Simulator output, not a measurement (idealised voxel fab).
Proc. module: voxel tone inversion
Shown is cross-section cut, with a width of 200 nm and square cells of size 5 nm.
A cross-section in this document is a grid of square cells, and it is written down as bands, the top band listed before the ones below it; a band is made up of one or more rows of cells.
Within each band entry, the heights of the top and of the bottom of the band appear first, in that order and in nm; the materials of the band then follow from left to right, each with its corresponding width in nm. The designation "edge to edge" on a single material indicates that it fills the band from edge to edge; the designation "blank" indicates empty space.
Ref level 0: as-received wafer is one material below here. Bottom band extends down with no lower bound ("from 0 down").
When a width is written as two numbers, as in "30..40", the first number is the width in the top row of cells of the band and the second is the width in its bottom row, and the width changes by the same amount from each row to the next.
The designation "all unchanged", where it is given for a processing step, indicates that no cell of the cross-section was altered in the course of that step.
The entry titled "Tabulated closed voids" provides the empty spaces that have no open way to the top, restricted to those of 8 cells or more. Each is presented as width x height at distance, the distance being measured from the left edge, with all three in nm.
Heads up: the bit after the settings on a step's line is the simulator's remark on that step.
If you see "overlay nm" on a step's line and that step has a mask, it's telling you how far right of where it was planned the mask ended up; a negative number means it went left instead.

# So here's the lineup of process steps we planned
- 1: RECEIVE (material Si)
- 2: CONFORMAL_DEP (material SiCN; thk nm 5)
- 3: DIRECTIONAL_DEP (material polySi; thk nm 15)
- 4: PATTERN (tone cover; mask id POSTS; material resist; width nm 25; pitch nm 55; thk nm 25; overlay nm 0)
- 5: DIRECTIONAL_ETCH (etch materials polySi; depth nm 15)
- 6: STRIP (etch materials resist)
- 7: FILL_DEP (material lowk; thk nm 5)
- 8: CMP (height nm 25)
- 9: STRIP (etch materials polySi)
- 10: CONFORMAL_DEP (material TiN; thk nm 5)
- 11: FILL_DEP (material Ru; thk nm 10)
- 12: CMP (height nm 25)
- 13: CONFORMAL_DEP (material SiN; thk nm 5)
The plan's step 2 thk nm is the first wafer's value; the wafers differ in this setting and start identical.

# First wafer of several, as received: cross-section after step 1
- from 0 down | Si edge to edge
- Tabulated closed voids: none

# Where each wafer stands at the end of the module, a row apiece: cells of each material gained (+) or lost (-) since it was received, then closed voids
thk nm 5; +40 SiCN; +40 SiN; +115 lowk; +45 polySi; Tabulated closed voids: none
thk nm 10; +18 Ru; +80 SiCN; +40 SiN; +27 TiN; +75 lowk; Tabulated closed voids: none
thk nm 15; +9 Ru; +120 SiCN; +40 SiN; +21 TiN; +50 lowk; Tabulated closed voids: none
thk nm 20; +160 SiCN; +40 SiN; +15 TiN; +25 lowk; Tabulated closed voids: none
thk nm 25; +200 SiCN; +40 SiN; Tabulated closed voids: none
